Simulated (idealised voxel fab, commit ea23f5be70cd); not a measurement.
process module | voxel lift off
cross-section cut | 165 nm wide | cells 5 nm
A cross-section is a grid of square cells, given in bands from the top down. A band is one or more rows of cells.
Each band's line starts with the height of the band's top and of its bottom, in nm. Then come its materials from left to right, each with its width in nm. One material with "throughout" fills the band from edge to edge. "air" is empty space.
Height 0 is the level under which the wafer as received is all one material. The lowest band goes on downwards, as in "0 down".
A width such as "30 to 40" changes by the same amount from each row of cells to the next, from the band's top row to its bottom row.
"no change" after a step means that no cell of the cross-section changed.
closed voids: empty space of 8 cells or more with no open way to the top, each as width x height at its distance from the left edge, in nm
after a step's settings: what the simulator itself notes on the step
overlay nm, on a step with a mask: how far to the right of its planned place the mask lay; to the left if negative
plan
1 op RECEIVE | material Si
2 op CONFORMAL_DEP | material Al2O3 | thk nm 5
3 op PATTERN | tone open | mask id LINES | material resist | width nm 15 | pitch nm 45 | thk nm 20 | overlay nm 0
4 op DIRECTIONAL_DEP | material Ru | thk nm 5
5 op STRIP | etch materials resist
6 op CONFORMAL_DEP | material SiCN | thk nm 5
as received, after step 1
  0 down: Si throughout
  closed voids: none
a wafer at the end: this start, this plan, one mistake
  15 to 10: air 35 | SiCN 25 | air 20 | SiCN 25 | air 60
  10 to 5: SiCN 40 | Ru 15 | SiCN 30 | Ru 15 | SiCN 65
  5 to 0: Al2O3 throughout
  0 down: Si throughout
  closed voids: none
what went wrong: step 3 ran as: op PATTERN | tone open | mask id LINES | material resist | width nm 15 | pitch nm 45 | thk nm 20 | overlay nm -10
